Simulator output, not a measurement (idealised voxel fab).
Documented hereafter: the process module known as voxel wiring stack.
Cross-section cut: width 160 nm, square cells of 5 nm.
When this document writes out a cross-section, it uses a grid of square cells and lists it as bands, beginning at the top and moving down, with a band standing for one or more rows of cells.
Per band: top height and bottom height in nm, followed by the left-to-right materials and their widths in nm; "edge to edge" marks a single material spanning edge to edge, "blank" marks empty space.
Beneath 0, the wafer as received is one material, and that level is where height counting begins. The lowest band goes on downward without a bottom; it is written like "0 and below".
Top row gets the first number, bottom row gets the second, and each row in between changes by the same step: that is how a band width like "30 to 40" works.
"nothing was modified" -> step changed no cross-section cell.
In "Fully sealed cavities" the enclosed voids are listed, meaning empty spaces of 8 cells or larger without any opening to the top. The form is width x height at distance, distance from the left edge, units nm.
Whatever follows a step's settings on its line is a remark the simulator itself makes about that step.
"overlay nm" answers the question of how far to the right of plan the mask lay on a step that has a mask, and when it is negative the answer is to the left.
Steps planned for the process:
1: RECEIVE (material Si)
2: CONFORMAL_DEP (material SiO2; thk nm 10)
3: CONFORMAL_DEP (material SiN; thk nm 5)
4: DIRECTIONAL_DEP (material SiO2; thk nm 20)
5: DIRECTIONAL_DEP (material aC; thk nm 15)
6: PATTERN (tone open; mask id METAL_1; material resist; width nm 25; pitch nm 45; thk nm 30; overlay nm 0)
7: DIRECTIONAL_ETCH (etch materials aC; depth nm 15)
8: STRIP (etch materials resist)
9: DIRECTIONAL_ETCH (etch materials SiO2; depth nm 20)
10: DIRECTIONAL_ETCH (etch materials SiN; depth nm 5)
11: STRIP (etch materials aC)
12: CONFORMAL_DEP (material TiN; thk nm 5)
13: FILL_DEP (material Ru; thk nm 5)
14: CMP (height nm 35)
15: CONFORMAL_DEP (material SiCN; thk nm 5)
16: DIRECTIONAL_DEP (material lowk; thk nm 20)
17: DIRECTIONAL_DEP (material aC; thk nm 10)
18: PATTERN (tone open; mask id PLUG_1; material resist; width nm 15; thk nm 30; overlay nm 0)
19: DIRECTIONAL_ETCH (etch materials aC; depth nm 10)
20: STRIP (etch materials resist)
21: DIRECTIONAL_ETCH (etch materials lowk; depth nm 20)
22: DIRECTIONAL_ETCH (etch materials SiCN; depth nm 5)
23: STRIP (etch materials aC)
24: EPI (material Ru; thk nm 10)
25: EPI (material Ru; thk nm 10)
26: EPI (material Ru; thk nm 5)
27: DIRECTIONAL_DEP (material TiN; thk nm 5)
28: DIRECTIONAL_DEP (material Ru; thk nm 20)
29: MASKED_ETCH (tone cover; mask id METAL_2; width nm 25; pitch nm 45; etch materials Ru; depth nm 20; overlay nm 0)
30: MASKED_ETCH (tone cover; mask id METAL_2; width nm 25; pitch nm 45; etch materials TiN; depth nm 5; overlay nm 0)
31: FILL_DEP (material SiO2; thk nm 10)
32: CMP (height nm 85)
33: CONFORMAL_DEP (material SiCN; thk nm 5)
34: DIRECTIONAL_DEP (material lowk; thk nm 35)
35: DIRECTIONAL_DEP (material aC; thk nm 15)
36: PATTERN (tone open; mask id METAL_3_HOLES; material resist; width nm 15; thk nm 35; overlay nm 0)
37: DIRECTIONAL_ETCH (etch materials aC; depth nm 15)
38: STRIP (etch materials resist)
39: DIRECTIONAL_ETCH (etch materials lowk; depth nm 35)
40: STRIP (etch materials aC)
41: PATTERN (tone open; mask id METAL_3; material resist; width nm 25; pitch nm 45; thk nm 20; overlay nm 0)
42: DIRECTIONAL_ETCH (etch materials lowk; depth nm 20)
43: DIRECTIONAL_ETCH (etch materials SiCN; depth nm 5)
44: STRIP (etch materials resist)
45: CONFORMAL_DEP (material TiN; thk nm 5)
46: FILL_DEP (material Cu; thk nm 10)
47: CMP (height nm 125)
48: CONFORMAL_DEP (material SiCN; thk nm 5)
Below: the first of two wafers, run as planned:
Cross-sectional view of the wafer in its as-received condition, corresponding to the state after step 1:
  0 and below: Si edge to edge
  Fully sealed cavities: none
After step 2, in cross-section:
  10 down to 0: SiO2 edge to edge
  Note: structure below 0 unchanged.
After step 3, in cross-section:
  15 down to 10: SiN edge to edge
  Note: structure below 10 unchanged.
After step 4, in cross-section:
  35 down to 15: SiO2 edge to edge
  Note: structure below 15 unchanged.
After step 5, in cross-section:
  50 down to 35: aC edge to edge
  Note: structure below 35 unchanged.
After step 6, in cross-section:
  80 down to 50: 45 of resist; 25 of blank; 20 of resist; 25 of blank; 45 of resist
  Note: structure below 50 unchanged.
After step 7, in cross-section:
  65 down to 50: 45 of resist; 25 of blank; 20 of resist; 25 of blank; 45 of resist
  50 down to 35: 45 of aC; 25 of blank; 20 of aC; 25 of blank; 45 of aC
  Note: structure below 35 unchanged.
After step 8, in cross-section:
  50 down to 35: 45 of aC; 25 of blank; 20 of aC; 25 of blank; 45 of aC
  Note: structure below 35 unchanged.
After step 9, in cross-section:
  50 down to 35: 45 of aC; 25 of blank; 20 of aC; 25 of blank; 45 of aC
  35 down to 15: 45 of SiO2; 25 of blank; 20 of SiO2; 25 of blank; 45 of SiO2
  Note: structure below 15 unchanged.
After step 10, in cross-section:
  50 down to 35: 45 of aC; 25 of blank; 20 of aC; 25 of blank; 45 of aC
  35 down to 15: 45 of SiO2; 25 of blank; 20 of SiO2; 25 of blank; 45 of SiO2
  15 down to 10: 45 of SiN; 25 of blank; 20 of SiN; 25 of blank; 45 of SiN
  Note: structure below 10 unchanged.
After step 11, in cross-section:
  35 down to 15: 45 of SiO2; 25 of blank; 20 of SiO2; 25 of blank; 45 of SiO2
  Note: structure below 15 unchanged.
After step 12, in cross-section:
  40 down to 35: 50 of TiN; 15 of blank; 30 of TiN; 15 of blank; 50 of TiN
  35 down to 15: 45 of SiO2; 5 of TiN; 15 of blank; 5 of TiN; 20 of SiO2; 5 of TiN; 15 of blank; 5 of TiN; 45 of SiO2
  15 down to 10: 45 of SiN; 25 of TiN; 20 of SiN; 25 of TiN; 45 of SiN
  Note: structure below 10 unchanged.
After step 13, in cross-section:
  45 down to 40: Ru edge to edge
  40 down to 35: 50 of TiN; 15 of Ru; 30 of TiN; 15 of Ru; 50 of TiN
  35 down to 15: 45 of SiO2; 5 of TiN; 15 of Ru; 5 of TiN; 20 of SiO2; 5 of TiN; 15 of Ru; 5 of TiN; 45 of SiO2
  Note: structure below 15 unchanged.
After step 14, in cross-section:
  35 down to 15: 45 of SiO2; 5 of TiN; 15 of Ru; 5 of TiN; 20 of SiO2; 5 of TiN; 15 of Ru; 5 of TiN; 45 of SiO2
  Note: structure below 15 unchanged.
After step 15, in cross-section:
  40 down to 35: SiCN edge to edge
  Note: structure below 35 unchanged.
After step 16, in cross-section:
  60 down to 40: lowk edge to edge
  Note: structure below 40 unchanged.
After step 17, in cross-section:
  70 down to 60: aC edge to edge
  Note: structure below 60 unchanged.
After step 18, in cross-section:
  100 down to 70: 45 of resist; 15 of blank; 100 of resist
  Note: structure below 70 unchanged.
After step 19, in cross-section:
  90 down to 70: 45 of resist; 15 of blank; 100 of resist
  70 down to 60: 45 of aC; 15 of blank; 100 of aC
  Note: structure below 60 unchanged.
After step 20, in cross-section:
  70 down to 60: 45 of aC; 15 of blank; 100 of aC
  Note: structure below 60 unchanged.
After step 21, in cross-section:
  70 down to 60: 45 of aC; 15 of blank; 100 of aC
  60 down to 40: 45 of lowk; 15 of blank; 100 of lowk
  Note: structure below 40 unchanged.
After step 22, in cross-section:
  70 down to 60: 45 of aC; 15 of blank; 100 of aC
  60 down to 40: 45 of lowk; 15 of blank; 100 of lowk
  40 down to 35: 45 of SiCN; 15 of blank; 100 of SiCN
  Note: structure below 35 unchanged.
After step 23, in cross-section:
  60 down to 40: 45 of lowk; 15 of blank; 100 of lowk
  Note: structure below 40 unchanged.
After step 24, in cross-section:
  60 down to 45: 45 of lowk; 15 of blank; 100 of lowk
  45 down to 40: 45 of lowk; 15 of Ru; 100 of lowk
  40 down to 35: 45 of SiCN; 15 of Ru; 100 of SiCN
  Note: structure below 35 unchanged.
After step 25, in cross-section:
  60 down to 55: 45 of lowk; 15 of blank; 100 of lowk
  55 down to 40: 45 of lowk; 15 of Ru; 100 of lowk
  Note: structure below 40 unchanged.
After step 26, in cross-section:
  60 down to 40: 45 of lowk; 15 of Ru; 100 of lowk
  Note: structure below 40 unchanged.
After step 27, in cross-section:
  65 down to 60: TiN edge to edge
  Note: structure below 60 unchanged.
After step 28, in cross-section:
  85 down to 65: Ru edge to edge
  Note: structure below 65 unchanged.
After step 29, in cross-section:
  85 down to 65: 45 of blank; 25 of Ru; 20 of blank; 25 of Ru; 45 of blank
  Note: structure below 65 unchanged.
After step 30, in cross-section:
  85 down to 65: 45 of blank; 25 of Ru; 20 of blank; 25 of Ru; 45 of blank
  65 down to 60: 45 of blank; 25 of TiN; 20 of blank; 25 of TiN; 45 of blank
  Note: structure below 60 unchanged.
After step 31, in cross-section:
  95 down to 85: SiO2 edge to edge
  85 down to 65: 45 of SiO2; 25 of Ru; 20 of SiO2; 25 of Ru; 45 of SiO2
  65 down to 60: 45 of SiO2; 25 of TiN; 20 of SiO2; 25 of TiN; 45 of SiO2
  Note: structure below 60 unchanged.
After step 32, in cross-section:
  85 down to 65: 45 of SiO2; 25 of Ru; 20 of SiO2; 25 of Ru; 45 of SiO2
  Note: structure below 65 unchanged.
After step 33, in cross-section:
  90 down to 85: SiCN edge to edge
  Note: structure below 85 unchanged.
After step 34, in cross-section:
  125 down to 90: lowk edge to edge
  Note: structure below 90 unchanged.
After step 35, in cross-section:
  140 down to 125: aC edge to edge
  Note: structure below 125 unchanged.
After step 36, in cross-section:
  175 down to 140: 45 of resist; 15 of blank; 100 of resist
  Note: structure below 140 unchanged.
After step 37, in cross-section:
  160 down to 140: 45 of resist; 15 of blank; 100 of resist
  140 down to 125: 45 of aC; 15 of blank; 100 of aC
  Note: structure below 125 unchanged.
After step 38, in cross-section:
  140 down to 125: 45 of aC; 15 of blank; 100 of aC
  Note: structure below 125 unchanged.
After step 39, in cross-section:
  140 down to 125: 45 of aC; 15 of blank; 100 of aC
  125 down to 90: 45 of lowk; 15 of blank; 100 of lowk
  Note: structure below 90 unchanged.
After step 40, in cross-section:
  125 down to 90: 45 of lowk; 15 of blank; 100 of lowk
  Note: structure below 90 unchanged.
After step 41, in cross-section:
  145 down to 125: 45 of resist; 25 of blank; 20 of resist; 25 of blank; 45 of resist
  Note: structure below 125 unchanged.
After step 42, in cross-section:
  145 down to 125: 45 of resist; 25 of blank; 20 of resist; 25 of blank; 45 of resist
  125 down to 105: 45 of lowk; 25 of blank; 20 of lowk; 25 of blank; 45 of lowk
  Note: structure below 105 unchanged.
After step 43, in cross-section:
  145 down to 125: 45 of resist; 25 of blank; 20 of resist; 25 of blank; 45 of resist
  125 down to 105: 45 of lowk; 25 of blank; 20 of lowk; 25 of blank; 45 of lowk
  105 down to 90: 45 of lowk; 15 of blank; 100 of lowk
  90 down to 85: 45 of SiCN; 15 of blank; 100 of SiCN
  Note: structure below 85 unchanged.
After step 44, in cross-section:
  125 down to 105: 45 of lowk; 25 of blank; 20 of lowk; 25 of blank; 45 of lowk
  Note: structure below 105 unchanged.
After step 45, in cross-section:
  130 down to 125: 50 of TiN; 15 of blank; 30 of TiN; 15 of blank; 50 of TiN
  125 down to 110: 45 of lowk; 5 of TiN; 15 of blank; 5 of TiN; 20 of lowk; 5 of TiN; 15 of blank; 5 of TiN; 45 of lowk
  110 down to 105: 45 of lowk; 5 of TiN; 5 of blank; 15 of TiN; 20 of lowk; 25 of TiN; 45 of lowk
  105 down to 90: 45 of lowk; 5 of TiN; 5 of blank; 5 of TiN; 100 of lowk
  90 down to 85: 45 of SiCN; 15 of TiN; 100 of SiCN
  Note: structure below 85 unchanged.
After step 46, in cross-section:
  140 down to 130: Cu edge to edge
  130 down to 125: 50 of TiN; 15 of Cu; 30 of TiN; 15 of Cu; 50 of TiN
  125 down to 110: 45 of lowk; 5 of TiN; 15 of Cu; 5 of TiN; 20 of lowk; 5 of TiN; 15 of Cu; 5 of TiN; 45 of lowk
  110 down to 105: 45 of lowk; 5 of TiN; 5 of Cu; 15 of TiN; 20 of lowk; 25 of TiN; 45 of lowk
  105 down to 90: 45 of lowk; 5 of TiN; 5 of Cu; 5 of TiN; 100 of lowk
  Note: structure below 90 unchanged.
After step 47, in cross-section:
  125 down to 110: 45 of lowk; 5 of TiN; 15 of Cu; 5 of TiN; 20 of lowk; 5 of TiN; 15 of Cu; 5 of TiN; 45 of lowk
  Note: structure below 110 unchanged.
After step 48, in cross-section:
  130 down to 125: SiCN edge to edge
  Note: structure below 125 unchanged.
Wafer two of the pair: same origin, same plan, one error during the run; identical to wafer one up to and including step 11:
Cross-section of the second wafer at the time by which step 12 should have been completed according to the plan:
  40 down to 35: 50 of SiCN; 15 of blank; 30 of SiCN; 15 of blank; 50 of SiCN
  35 down to 15: 45 of SiO2; 5 of SiCN; 15 of blank; 5 of SiCN; 20 of SiO2; 5 of SiCN; 15 of blank; 5 of SiCN; 45 of SiO2
  15 down to 10: 45 of SiN; 25 of SiCN; 20 of SiN; 25 of SiCN; 45 of SiN
  Note: structure below 10 unchanged.
Cross-section of the second wafer at the time by which step 13 should have been completed according to the plan:
  45 down to 40: Ru edge to edge
  40 down to 35: 50 of SiCN; 15 of Ru; 30 of SiCN; 15 of Ru; 50 of SiCN
  35 down to 15: 45 of SiO2; 5 of SiCN; 15 of Ru; 5 of SiCN; 20 of SiO2; 5 of SiCN; 15 of Ru; 5 of SiCN; 45 of SiO2
  Note: structure below 15 unchanged.
Cross-section of the second wafer at the time by which step 14 should have been completed according to the plan:
  35 down to 15: 45 of SiO2; 5 of SiCN; 15 of Ru; 5 of SiCN; 20 of SiO2; 5 of SiCN; 15 of Ru; 5 of SiCN; 45 of SiO2
  Note: structure below 15 unchanged.
Cross-section of the second wafer at the time by which step 15 should have been completed according to the plan:
  40 down to 35: SiCN edge to edge
  Note: structure below 35 unchanged.
Cross-section of the second wafer at the time by which step 16 should have been completed according to the plan:
  60 down to 40: lowk edge to edge
  Note: structure below 40 unchanged.
Cross-section of the second wafer at the time by which step 17 should have been completed according to the plan:
  70 down to 60: aC edge to edge
  Note: structure below 60 unchanged.
Cross-section of the second wafer at the time by which step 18 should have been completed according to the plan:
  100 down to 70: 45 of resist; 15 of blank; 100 of resist
  Note: structure below 70 unchanged.
Cross-section of the second wafer at the time by which step 19 should have been completed according to the plan:
  90 down to 70: 45 of resist; 15 of blank; 100 of resist
  70 down to 60: 45 of aC; 15 of blank; 100 of aC
  Note: structure below 60 unchanged.
Cross-section of the second wafer at the time by which step 20 should have been completed according to the plan:
  70 down to 60: 45 of aC; 15 of blank; 100 of aC
  Note: structure below 60 unchanged.
Cross-section of the second wafer at the time by which step 21 should have been completed according to the plan:
  70 down to 60: 45 of aC; 15 of blank; 100 of aC
  60 down to 40: 45 of lowk; 15 of blank; 100 of lowk
  Note: structure below 40 unchanged.
Cross-section of the second wafer at the time by which step 22 should have been completed according to the plan:
  70 down to 60: 45 of aC; 15 of blank; 100 of aC
  60 down to 40: 45 of lowk; 15 of blank; 100 of lowk
  40 down to 35: 45 of SiCN; 15 of blank; 100 of SiCN
  Note: structure below 35 unchanged.
Cross-section of the second wafer at the time by which step 23 should have been completed according to the plan:
  60 down to 40: 45 of lowk; 15 of blank; 100 of lowk
  Note: structure below 40 unchanged.
Cross-section of the second wafer at the time by which step 24 should have been completed according to the plan:
  60 down to 45: 45 of lowk; 15 of blank; 100 of lowk
  45 down to 40: 45 of lowk; 15 of Ru; 100 of lowk
  40 down to 35: 45 of SiCN; 15 of Ru; 100 of SiCN
  Note: structure below 35 unchanged.
Cross-section of the second wafer at the time by which step 25 should have been completed according to the plan:
  60 down to 55: 45 of lowk; 15 of blank; 100 of lowk
  55 down to 40: 45 of lowk; 15 of Ru; 100 of lowk
  Note: structure below 40 unchanged.
Cross-section of the second wafer at the time by which step 26 should have been completed according to the plan:
  60 down to 40: 45 of lowk; 15 of Ru; 100 of lowk
  Note: structure below 40 unchanged.
Cross-section of the second wafer at the time by which step 27 should have been completed according to the plan:
  65 down to 60: TiN edge to edge
  Note: structure below 60 unchanged.
Cross-section of the second wafer at the time by which step 28 should have been completed according to the plan:
  85 down to 65: Ru edge to edge
  Note: structure below 65 unchanged.
Cross-section of the second wafer at the time by which step 29 should have been completed according to the plan:
  85 down to 65: 45 of blank; 25 of Ru; 20 of blank; 25 of Ru; 45 of blank
  Note: structure below 65 unchanged.
Cross-section of the second wafer at the time by which step 30 should have been completed according to the plan:
  85 down to 65: 45 of blank; 25 of Ru; 20 of blank; 25 of Ru; 45 of blank
  65 down to 60: 45 of blank; 25 of TiN; 20 of blank; 25 of TiN; 45 of blank
  Note: structure below 60 unchanged.
Cross-section of the second wafer at the time by which step 31 should have been completed according to the plan:
  95 down to 85: SiO2 edge to edge
  85 down to 65: 45 of SiO2; 25 of Ru; 20 of SiO2; 25 of Ru; 45 of SiO2
  65 down to 60: 45 of SiO2; 25 of TiN; 20 of SiO2; 25 of TiN; 45 of SiO2
  Note: structure below 60 unchanged.
Cross-section of the second wafer at the time by which step 32 should have been completed according to the plan:
  85 down to 65: 45 of SiO2; 25 of Ru; 20 of SiO2; 25 of Ru; 45 of SiO2
  Note: structure below 65 unchanged.
Cross-section of the second wafer at the time by which step 33 should have been completed according to the plan:
  90 down to 85: SiCN edge to edge
  Note: structure below 85 unchanged.
Cross-section of the second wafer at the time by which step 34 should have been completed according to the plan:
  125 down to 90: lowk edge to edge
  Note: structure below 90 unchanged.
Cross-section of the second wafer at the time by which step 35 should have been completed according to the plan:
  140 down to 125: aC edge to edge
  Note: structure below 125 unchanged.
Cross-section of the second wafer at the time by which step 36 should have been completed according to the plan:
  175 down to 140: 45 of resist; 15 of blank; 100 of resist
  Note: structure below 140 unchanged.
Cross-section of the second wafer at the time by which step 37 should have been completed according to the plan:
  160 down to 140: 45 of resist; 15 of blank; 100 of resist
  140 down to 125: 45 of aC; 15 of blank; 100 of aC
  Note: structure below 125 unchanged.
Cross-section of the second wafer at the time by which step 38 should have been completed according to the plan:
  140 down to 125: 45 of aC; 15 of blank; 100 of aC
  Note: structure below 125 unchanged.
Cross-section of the second wafer at the time by which step 39 should have been completed according to the plan:
  140 down to 125: 45 of aC; 15 of blank; 100 of aC
  125 down to 90: 45 of lowk; 15 of blank; 100 of lowk
  Note: structure below 90 unchanged.
Cross-section of the second wafer at the time by which step 40 should have been completed according to the plan:
  125 down to 90: 45 of lowk; 15 of blank; 100 of lowk
  Note: structure below 90 unchanged.
Cross-section of the second wafer at the time by which step 41 should have been completed according to the plan:
  145 down to 125: 45 of resist; 25 of blank; 20 of resist; 25 of blank; 45 of resist
  Note: structure below 125 unchanged.
Cross-section of the second wafer at the time by which step 42 should have been completed according to the plan:
  145 down to 125: 45 of resist; 25 of blank; 20 of resist; 25 of blank; 45 of resist
  125 down to 105: 45 of lowk; 25 of blank; 20 of lowk; 25 of blank; 45 of lowk
  Note: structure below 105 unchanged.
Cross-section of the second wafer at the time by which step 43 should have been completed according to the plan:
  145 down to 125: 45 of resist; 25 of blank; 20 of resist; 25 of blank; 45 of resist
  125 down to 105: 45 of lowk; 25 of blank; 20 of lowk; 25 of blank; 45 of lowk
  105 down to 90: 45 of lowk; 15 of blank; 100 of lowk
  90 down to 85: 45 of SiCN; 15 of blank; 100 of SiCN
  Note: structure below 85 unchanged.
Cross-section of the second wafer at the time by which step 44 should have been completed according to the plan:
  125 down to 105: 45 of lowk; 25 of blank; 20 of lowk; 25 of blank; 45 of lowk
  Note: structure below 105 unchanged.
Cross-section of the second wafer at the time by which step 45 should have been completed according to the plan:
  130 down to 125: 50 of TiN; 15 of blank; 30 of TiN; 15 of blank; 50 of TiN
  125 down to 110: 45 of lowk; 5 of TiN; 15 of blank; 5 of TiN; 20 of lowk; 5 of TiN; 15 of blank; 5 of TiN; 45 of lowk
  110 down to 105: 45 of lowk; 5 of TiN; 5 of blank; 15 of TiN; 20 of lowk; 25 of TiN; 45 of lowk
  105 down to 90: 45 of lowk; 5 of TiN; 5 of blank; 5 of TiN; 100 of lowk
  90 down to 85: 45 of SiCN; 15 of TiN; 100 of SiCN
  Note: structure below 85 unchanged.
Cross-section of the second wafer at the time by which step 46 should have been completed according to the plan:
  140 down to 130: Cu edge to edge
  130 down to 125: 50 of TiN; 15 of Cu; 30 of TiN; 15 of Cu; 50 of TiN
  125 down to 110: 45 of lowk; 5 of TiN; 15 of Cu; 5 of TiN; 20 of lowk; 5 of TiN; 15 of Cu; 5 of TiN; 45 of lowk
  110 down to 105: 45 of lowk; 5 of TiN; 5 of Cu; 15 of TiN; 20 of lowk; 25 of TiN; 45 of lowk
  105 down to 90: 45 of lowk; 5 of TiN; 5 of Cu; 5 of TiN; 100 of lowk
  Note: structure below 90 unchanged.
Cross-section of the second wafer at the time by which step 47 should have been completed according to the plan:
  125 down to 110: 45 of lowk; 5 of TiN; 15 of Cu; 5 of TiN; 20 of lowk; 5 of TiN; 15 of Cu; 5 of TiN; 45 of lowk
  Note: structure below 110 unchanged.
Cross-section of the second wafer at the time by which step 48 should have been completed according to the plan:
  130 down to 125: SiCN edge to edge
  Note: structure below 125 unchanged.
Where did the run depart from the plan? step 12 deviated from plan and actually ran as CONFORMAL_DEP (material SiCN; thk nm 5)
Wafer comparison, final, in cells, second relative to first, materials more or fewer: SiCN +26, TiN -26
